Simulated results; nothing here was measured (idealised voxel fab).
Documented hereafter: the process module known as voxel tone inversion.
The figure presents cross-section cut, which has a width of 155 nm and is divided into square cells with an edge length of 5 nm.
The cross-sections in this document take the form of a grid made of square cells. They are written out as bands, in order from top to bottom. Each band consists of one or more rows of cells.
Heights first: top, then bottom, in nm. Then materials, left to right, each with a width in nm. "all across" on a single material: fills the band edge to edge. "blank": empty space.
Where do heights start? At 0: under that level the wafer as delivered is made of one material only. And the lowest band has no floor; it just carries on downward, as in "0 -> down".
Top row gets the first number, bottom row gets the second, and each row in between changes by the same step: that is how a band width like "30 to 40" works.
Step marked "no change occurred"? Then no cell in the cross-section changed in it.
Enclosed voids (no open way to top), threshold 8 cells or more, entry "Sealed void inventory", notation width x height at distance, distance from left edge, nm.
That trailing text on a step's line, after the settings, is the simulator's own remark on the step.
"overlay nm" answers the question of how far to the right of plan the mask lay on a step that has a mask, and when it is negative the answer is to the left.

The following list gives the planned process steps:
- 1: RECEIVE: material Si
- 2: CONFORMAL_DEP: material SiN, thk nm 5
- 3: DIRECTIONAL_DEP: material polySi, thk nm 25
- 4: PATTERN: tone cover, mask id POSTS, material resist, width nm 15, pitch nm 45, thk nm 30, overlay nm 0
- 5: DIRECTIONAL_ETCH: etch materials polySi, depth nm 25
- 6: STRIP: etch materials resist
- 7: FILL_DEP: material SiO2, thk nm 10
- 8: CMP: height nm 30
- 9: STRIP: etch materials polySi
- 10: CONFORMAL_DEP: material TiN, thk nm 5
- 11: FILL_DEP: material W, thk nm 10
- 12: CMP: height nm 30
- 13: CONFORMAL_DEP: material SiN, thk nm 5

As-received state of the wafer in cross-section, equivalent to post-step 1:
* 0 -> down: Si all across
* Sealed void inventory: none

Cross-sectional image of the first of two wafers at the end of the module, the run having proceeded as planned:
* 35 -> 30: SiN all across
* 30 -> 10: 45 SiO2 | 5 TiN | 5 W | 5 TiN | 30 SiO2 | 5 TiN | 5 W | 5 TiN | 50 SiO2
* 10 -> 5: 45 SiO2 | 15 TiN | 30 SiO2 | 15 TiN | 50 SiO2
* 5 -> 0: SiN all across
* 0 -> down: Si all across
* Sealed void inventory: none

So this is wafer number two of the two, cut at the end of the module - it started where the first did and had the same plan, we just got one thing wrong running it:
* 35 -> 25: SiN all across
* 25 -> 0: polySi all across
* 0 -> down: Si all across
* Sealed void inventory: none
Error vs. plan: steps 2 and 3 of the plan were run in the wrong order, each in the other's place
Final tally in cells, some materials are higher or lower on the second wafer than on the first: 125 fewer of SiO2; 22 fewer of TiN; 8 fewer of W; 155 more of polySi
